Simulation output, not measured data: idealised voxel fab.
A process module follows: voxel self aligned vias.
For reference, the cross-section in this document is cut, with width 220 nm and square cells of 5 nm.
A cross-section in this document is a grid of square cells, and it is written down as bands, the top band listed before the ones below it; a band is made up of one or more rows of cells.
It is stipulated that each band's entry specify, in nanometres, the height of the top of the band and then that of its bottom, followed by the materials of the band in left-to-right sequence, each together with its width in nanometres. A single material marked by the word "full width" is understood to fill the band from edge to edge; the word "air" is understood to denote empty space.
Where do heights start? At 0: under that level the wafer as delivered is made of one material only. And the lowest band has no floor; it just carries on downward, as in "0..down".
It should be noted that a width expressed as "30 to 40" varies in equal increments from row to row of cells within the band, taking the value of the first number at the top row and that of the second number at the bottom row.
"all unchanged" (step): cross-section cells unchanged, all of them.
Listed in "Closed cavity list": every empty space of 8 or more cells without an open way to the top. Form: width x height at distance, the distance being from the left edge, all in nm.
If you see something after the settings on a step's line, that's the simulator's own remark about that step.
overlay nm: on a step with a mask, how far right of its planned place the mask lay; negative means left.
STEPS IN THE PROCESS PLAN
1: RECEIVE,material Si
2: CONFORMAL_DEP,material SiO2,thk nm 15
3: CONFORMAL_DEP,material SiCN,thk nm 5
4: DIRECTIONAL_DEP,material lowk,thk nm 20
5: DIRECTIONAL_DEP,material aC,thk nm 10
6: PATTERN,tone open,mask id LINES,material resist,width nm 20,pitch nm 50,thk nm 25,overlay nm 0
7: DIRECTIONAL_ETCH,etch materials aC,depth nm 10
8: STRIP,etch materials resist
9: DIRECTIONAL_ETCH,etch materials lowk,depth nm 20
10: STRIP,etch materials aC
11: CONFORMAL_DEP,material TiN,thk nm 5
12: FILL_DEP,material W,thk nm 10
13: CMP,height nm 40
14: SELECTIVE_ETCH,etch materials W Ru TiN,depth nm 10
15: FILL_DEP,material SiN,thk nm 5
16: CMP,height nm 40
17: DIRECTIONAL_DEP,material lowk,thk nm 15
18: PATTERN,tone open,mask id VIAS,material resist,width nm 30,pitch nm 50,thk nm 15,overlay nm 0
19: DIRECTIONAL_ETCH,etch materials lowk,depth nm 15
20: DIRECTIONAL_ETCH,etch materials SiN,depth nm 10
21: STRIP,etch materials resist
22: CONFORMAL_DEP,material TiN,thk nm 5
23: FILL_DEP,material W,thk nm 10
24: CMP,height nm 55
25: CONFORMAL_DEP,material SiCN,thk nm 5
FIRST WAFER OUT OF TWO, PROCESSED AS PLANNED
WAFER AS RECEIVED: CROSS-SECTION FOLLOWING STEP 1
- 0..down: Si full width
- Closed cavity list: none
PRESENTED HERE IS A CROSS-SECTION OF THE WAFER AFTER STEP 2 HAS BEEN PERFORMED
- 15..0: SiO2 full width
- Unchanged below 0.
PRESENTED HERE IS A CROSS-SECTION OF THE WAFER AFTER STEP 3 HAS BEEN PERFORMED
- 20..15: SiCN full width
- Unchanged below 15.
PRESENTED HERE IS A CROSS-SECTION OF THE WAFER AFTER STEP 4 HAS BEEN PERFORMED
- 40..20: lowk full width
- Unchanged below 20.
PRESENTED HERE IS A CROSS-SECTION OF THE WAFER AFTER STEP 5 HAS BEEN PERFORMED
- 50..40: aC full width
- Unchanged below 40.
PRESENTED HERE IS A CROSS-SECTION OF THE WAFER AFTER STEP 6 HAS BEEN PERFORMED
- 75..50: resist=50, air=20, resist=30, air=20, resist=30, air=20, resist=50
- Unchanged below 50.
PRESENTED HERE IS A CROSS-SECTION OF THE WAFER AFTER STEP 7 HAS BEEN PERFORMED
- 65..50: resist=50, air=20, resist=30, air=20, resist=30, air=20, resist=50
- 50..40: aC=50, air=20, aC=30, air=20, aC=30, air=20, aC=50
- Unchanged below 40.
PRESENTED HERE IS A CROSS-SECTION OF THE WAFER AFTER STEP 8 HAS BEEN PERFORMED
- 50..40: aC=50, air=20, aC=30, air=20, aC=30, air=20, aC=50
- Unchanged below 40.
PRESENTED HERE IS A CROSS-SECTION OF THE WAFER AFTER STEP 9 HAS BEEN PERFORMED
- 50..40: aC=50, air=20, aC=30, air=20, aC=30, air=20, aC=50
- 40..20: lowk=50, air=20, lowk=30, air=20, lowk=30, air=20, lowk=50
- Unchanged below 20.
PRESENTED HERE IS A CROSS-SECTION OF THE WAFER AFTER STEP 10 HAS BEEN PERFORMED
- 40..20: lowk=50, air=20, lowk=30, air=20, lowk=30, air=20, lowk=50
- Unchanged below 20.
PRESENTED HERE IS A CROSS-SECTION OF THE WAFER AFTER STEP 11 HAS BEEN PERFORMED
- 45..40: TiN=55, air=10, TiN=40, air=10, TiN=40, air=10, TiN=55
- 40..25: lowk=50, TiN=5, air=10, TiN=5, lowk=30, TiN=5, air=10, TiN=5, lowk=30, TiN=5, air=10, TiN=5, lowk=50
- 25..20: lowk=50, TiN=20, lowk=30, TiN=20, lowk=30, TiN=20, lowk=50
- Unchanged below 20.
PRESENTED HERE IS A CROSS-SECTION OF THE WAFER AFTER STEP 12 HAS BEEN PERFORMED
- 55..45: W full width
- 45..40: TiN=55, W=10, TiN=40, W=10, TiN=40, W=10, TiN=55
- 40..25: lowk=50, TiN=5, W=10, TiN=5, lowk=30, TiN=5, W=10, TiN=5, lowk=30, TiN=5, W=10, TiN=5, lowk=50
- Unchanged below 25.
PRESENTED HERE IS A CROSS-SECTION OF THE WAFER AFTER STEP 13 HAS BEEN PERFORMED
- 40..25: lowk=50, TiN=5, W=10, TiN=5, lowk=30, TiN=5, W=10, TiN=5, lowk=30, TiN=5, W=10, TiN=5, lowk=50
- Unchanged below 25.
PRESENTED HERE IS A CROSS-SECTION OF THE WAFER AFTER STEP 14 HAS BEEN PERFORMED
- 40..30: lowk=50, air=20, lowk=30, air=20, lowk=30, air=20, lowk=50
- Unchanged below 30.
PRESENTED HERE IS A CROSS-SECTION OF THE WAFER AFTER STEP 15 HAS BEEN PERFORMED
- 45..40: SiN full width
- 40..30: lowk=50, SiN=20, lowk=30, SiN=20, lowk=30, SiN=20, lowk=50
- Unchanged below 30.
PRESENTED HERE IS A CROSS-SECTION OF THE WAFER AFTER STEP 16 HAS BEEN PERFORMED
- 40..30: lowk=50, SiN=20, lowk=30, SiN=20, lowk=30, SiN=20, lowk=50
- Unchanged below 30.
PRESENTED HERE IS A CROSS-SECTION OF THE WAFER AFTER STEP 17 HAS BEEN PERFORMED
- 55..40: lowk full width
- Unchanged below 40.
PRESENTED HERE IS A CROSS-SECTION OF THE WAFER AFTER STEP 18 HAS BEEN PERFORMED
- 70..55: resist=45, air=30, resist=20, air=30, resist=20, air=30, resist=45
- Unchanged below 55.
PRESENTED HERE IS A CROSS-SECTION OF THE WAFER AFTER STEP 19 HAS BEEN PERFORMED
- 70..55: resist=45, air=30, resist=20, air=30, resist=20, air=30, resist=45
- 55..40: lowk=45, air=30, lowk=20, air=30, lowk=20, air=30, lowk=45
- Unchanged below 40.
PRESENTED HERE IS A CROSS-SECTION OF THE WAFER AFTER STEP 20 HAS BEEN PERFORMED
- 70..55: resist=45, air=30, resist=20, air=30, resist=20, air=30, resist=45
- 55..40: lowk=45, air=30, lowk=20, air=30, lowk=20, air=30, lowk=45
- 40..30: lowk=50, air=20, lowk=30, air=20, lowk=30, air=20, lowk=50
- Unchanged below 30.
PRESENTED HERE IS A CROSS-SECTION OF THE WAFER AFTER STEP 21 HAS BEEN PERFORMED
- 55..40: lowk=45, air=30, lowk=20, air=30, lowk=20, air=30, lowk=45
- Unchanged below 40.
PRESENTED HERE IS A CROSS-SECTION OF THE WAFER AFTER STEP 22 HAS BEEN PERFORMED
- 60..55: TiN=50, air=20, TiN=30, air=20, TiN=30, air=20, TiN=50
- 55..45: lowk=45, TiN=5, air=20, TiN=5, lowk=20, TiN=5, air=20, TiN=5, lowk=20, TiN=5, air=20, TiN=5, lowk=45
- 45..35: lowk=45 to 50, TiN=10 to 5, air=10, TiN=10 to 5, lowk=20 to 30, TiN=10 to 5, air=10, TiN=10 to 5, lowk=20 to 30, TiN=10 to 5, air=10, TiN=10 to 5, lowk=45 to 50
- 35..30: lowk=50, TiN=20, lowk=30, TiN=20, lowk=30, TiN=20, lowk=50
- Unchanged below 30.
PRESENTED HERE IS A CROSS-SECTION OF THE WAFER AFTER STEP 23 HAS BEEN PERFORMED
- 70..60: W full width
- 60..55: TiN=50, W=20, TiN=30, W=20, TiN=30, W=20, TiN=50
- 55..45: lowk=45, TiN=5, W=20, TiN=5, lowk=20, TiN=5, W=20, TiN=5, lowk=20, TiN=5, W=20, TiN=5, lowk=45
- 45..35: lowk=45 to 50, TiN=10 to 5, W=10, TiN=10 to 5, lowk=20 to 30, TiN=10 to 5, W=10, TiN=10 to 5, lowk=20 to 30, TiN=10 to 5, W=10, TiN=10 to 5, lowk=45 to 50
- Unchanged below 35.
PRESENTED HERE IS A CROSS-SECTION OF THE WAFER AFTER STEP 24 HAS BEEN PERFORMED
- 55..45: lowk=45, TiN=5, W=20, TiN=5, lowk=20, TiN=5, W=20, TiN=5, lowk=20, TiN=5, W=20, TiN=5, lowk=45
- Unchanged below 45.
PRESENTED HERE IS A CROSS-SECTION OF THE WAFER AFTER STEP 25 HAS BEEN PERFORMED
- 60..55: SiCN full width
- Unchanged below 55.
NOW THE OTHER WAFER: SAME START, SAME RECIPE, BUT WE MESSED UP ONE THING WHEN RUNNING IT. UP TO AND INCLUDING STEP 5 IT'S THE SAME AS THE FIRST ONE
CROSS-SECTION OF THE SECOND WAFER AT THE TIME BY WHICH STEP 6 SHOULD HAVE BEEN COMPLETED ACCORDING TO THE PLAN
- 75..50: resist=60, air=20, resist=30, air=20, resist=30, air=20, resist=40
- Unchanged below 50.
CROSS-SECTION OF THE SECOND WAFER AT THE TIME BY WHICH STEP 7 SHOULD HAVE BEEN COMPLETED ACCORDING TO THE PLAN
- 65..50: resist=60, air=20, resist=30, air=20, resist=30, air=20, resist=40
- 50..40: aC=60, air=20, aC=30, air=20, aC=30, air=20, aC=40
- Unchanged below 40.
CROSS-SECTION OF THE SECOND WAFER AT THE TIME BY WHICH STEP 8 SHOULD HAVE BEEN COMPLETED ACCORDING TO THE PLAN
- 50..40: aC=60, air=20, aC=30, air=20, aC=30, air=20, aC=40
- Unchanged below 40.
CROSS-SECTION OF THE SECOND WAFER AT THE TIME BY WHICH STEP 9 SHOULD HAVE BEEN COMPLETED ACCORDING TO THE PLAN
- 50..40: aC=60, air=20, aC=30, air=20, aC=30, air=20, aC=40
- 40..20: lowk=60, air=20, lowk=30, air=20, lowk=30, air=20, lowk=40
- Unchanged below 20.
CROSS-SECTION OF THE SECOND WAFER AT THE TIME BY WHICH STEP 10 SHOULD HAVE BEEN COMPLETED ACCORDING TO THE PLAN
- 40..20: lowk=60, air=20, lowk=30, air=20, lowk=30, air=20, lowk=40
- Unchanged below 20.
CROSS-SECTION OF THE SECOND WAFER AT THE TIME BY WHICH STEP 11 SHOULD HAVE BEEN COMPLETED ACCORDING TO THE PLAN
- 45..40: TiN=65, air=10, TiN=40, air=10, TiN=40, air=10, TiN=45
- 40..25: lowk=60, TiN=5, air=10, TiN=5, lowk=30, TiN=5, air=10, TiN=5, lowk=30, TiN=5, air=10, TiN=5, lowk=40
- 25..20: lowk=60, TiN=20, lowk=30, TiN=20, lowk=30, TiN=20, lowk=40
- Unchanged below 20.
CROSS-SECTION OF THE SECOND WAFER AT THE TIME BY WHICH STEP 12 SHOULD HAVE BEEN COMPLETED ACCORDING TO THE PLAN
- 55..45: W full width
- 45..40: TiN=65, W=10, TiN=40, W=10, TiN=40, W=10, TiN=45
- 40..25: lowk=60, TiN=5, W=10, TiN=5, lowk=30, TiN=5, W=10, TiN=5, lowk=30, TiN=5, W=10, TiN=5, lowk=40
- Unchanged below 25.
CROSS-SECTION OF THE SECOND WAFER AT THE TIME BY WHICH STEP 13 SHOULD HAVE BEEN COMPLETED ACCORDING TO THE PLAN
- 40..25: lowk=60, TiN=5, W=10, TiN=5, lowk=30, TiN=5, W=10, TiN=5, lowk=30, TiN=5, W=10, TiN=5, lowk=40
- Unchanged below 25.
CROSS-SECTION OF THE SECOND WAFER AT THE TIME BY WHICH STEP 14 SHOULD HAVE BEEN COMPLETED ACCORDING TO THE PLAN
- 40..30: lowk=60, air=20, lowk=30, air=20, lowk=30, air=20, lowk=40
- Unchanged below 30.
CROSS-SECTION OF THE SECOND WAFER AT THE TIME BY WHICH STEP 15 SHOULD HAVE BEEN COMPLETED ACCORDING TO THE PLAN
- 45..40: SiN full width
- 40..30: lowk=60, SiN=20, lowk=30, SiN=20, lowk=30, SiN=20, lowk=40
- Unchanged below 30.
CROSS-SECTION OF THE SECOND WAFER AT THE TIME BY WHICH STEP 16 SHOULD HAVE BEEN COMPLETED ACCORDING TO THE PLAN
- 40..30: lowk=60, SiN=20, lowk=30, SiN=20, lowk=30, SiN=20, lowk=40
- Unchanged below 30.
CROSS-SECTION OF THE SECOND WAFER AT THE TIME BY WHICH STEP 17 SHOULD HAVE BEEN COMPLETED ACCORDING TO THE PLAN
- 55..40: lowk full width
- Unchanged below 40.
CROSS-SECTION OF THE SECOND WAFER AT THE TIME BY WHICH STEP 18 SHOULD HAVE BEEN COMPLETED ACCORDING TO THE PLAN
- 70..55: resist=45, air=30, resist=20, air=30, resist=20, air=30, resist=45
- Unchanged below 55.
CROSS-SECTION OF THE SECOND WAFER AT THE TIME BY WHICH STEP 19 SHOULD HAVE BEEN COMPLETED ACCORDING TO THE PLAN
- 70..55: resist=45, air=30, resist=20, air=30, resist=20, air=30, resist=45
- 55..40: lowk=45, air=30, lowk=20, air=30, lowk=20, air=30, lowk=45
- Unchanged below 40.
CROSS-SECTION OF THE SECOND WAFER AT THE TIME BY WHICH STEP 20 SHOULD HAVE BEEN COMPLETED ACCORDING TO THE PLAN
- 70..55: resist=45, air=30, resist=20, air=30, resist=20, air=30, resist=45
- 55..40: lowk=45, air=30, lowk=20, air=30, lowk=20, air=30, lowk=45
- 40..30: lowk=60, air=15, SiN=5, lowk=30, air=15, SiN=5, lowk=30, air=15, SiN=5, lowk=40
- Unchanged below 30.
CROSS-SECTION OF THE SECOND WAFER AT THE TIME BY WHICH STEP 21 SHOULD HAVE BEEN COMPLETED ACCORDING TO THE PLAN
- 55..40: lowk=45, air=30, lowk=20, air=30, lowk=20, air=30, lowk=45
- Unchanged below 40.
CROSS-SECTION OF THE SECOND WAFER AT THE TIME BY WHICH STEP 22 SHOULD HAVE BEEN COMPLETED ACCORDING TO THE PLAN
- 60..55: TiN=50, air=20, TiN=30, air=20, TiN=30, air=20, TiN=50
- 55..45: lowk=45, TiN=5, air=20, TiN=5, lowk=20, TiN=5, air=20, TiN=5, lowk=20, TiN=5, air=20, TiN=5, lowk=45
- 45..40: lowk=45, TiN=20, air=5, TiN=5, lowk=20, TiN=20, air=5, TiN=5, lowk=20, TiN=20, air=5, TiN=5, lowk=45
- 40..35: lowk=60, TiN=5, air=5, TiN=5, SiN=5, lowk=30, TiN=5, air=5, TiN=5, SiN=5, lowk=30, TiN=5, air=5, TiN=5, SiN=5, lowk=40
- 35..30: lowk=60, TiN=15, SiN=5, lowk=30, TiN=15, SiN=5, lowk=30, TiN=15, SiN=5, lowk=40
- Unchanged below 30.
CROSS-SECTION OF THE SECOND WAFER AT THE TIME BY WHICH STEP 23 SHOULD HAVE BEEN COMPLETED ACCORDING TO THE PLAN
- 70..60: W full width
- 60..55: TiN=50, W=20, TiN=30, W=20, TiN=30, W=20, TiN=50
- 55..45: lowk=45, TiN=5, W=20, TiN=5, lowk=20, TiN=5, W=20, TiN=5, lowk=20, TiN=5, W=20, TiN=5, lowk=45
- 45..40: lowk=45, TiN=20, W=5, TiN=5, lowk=20, TiN=20, W=5, TiN=5, lowk=20, TiN=20, W=5, TiN=5, lowk=45
- 40..35: lowk=60, TiN=5, W=5, TiN=5, SiN=5, lowk=30, TiN=5, W=5, TiN=5, SiN=5, lowk=30, TiN=5, W=5, TiN=5, SiN=5, lowk=40
- Unchanged below 35.
CROSS-SECTION OF THE SECOND WAFER AT THE TIME BY WHICH STEP 24 SHOULD HAVE BEEN COMPLETED ACCORDING TO THE PLAN
- 55..45: lowk=45, TiN=5, W=20, TiN=5, lowk=20, TiN=5, W=20, TiN=5, lowk=20, TiN=5, W=20, TiN=5, lowk=45
- Unchanged below 45.
CROSS-SECTION OF THE SECOND WAFER AT THE TIME BY WHICH STEP 25 SHOULD HAVE BEEN COMPLETED ACCORDING TO THE PLAN
- 60..55: SiCN full width
- Unchanged below 55.
Diagnosis: step 6 went in with a setting other than planned; the actual run was PATTERN,tone open,mask id LINES,material resist,width nm 20,pitch nm 50,thk nm 25,overlay nm 10
The second wafer ends with more or fewer cells of some materials than the first, per final count: SiN: 6 more, W: 6 fewer
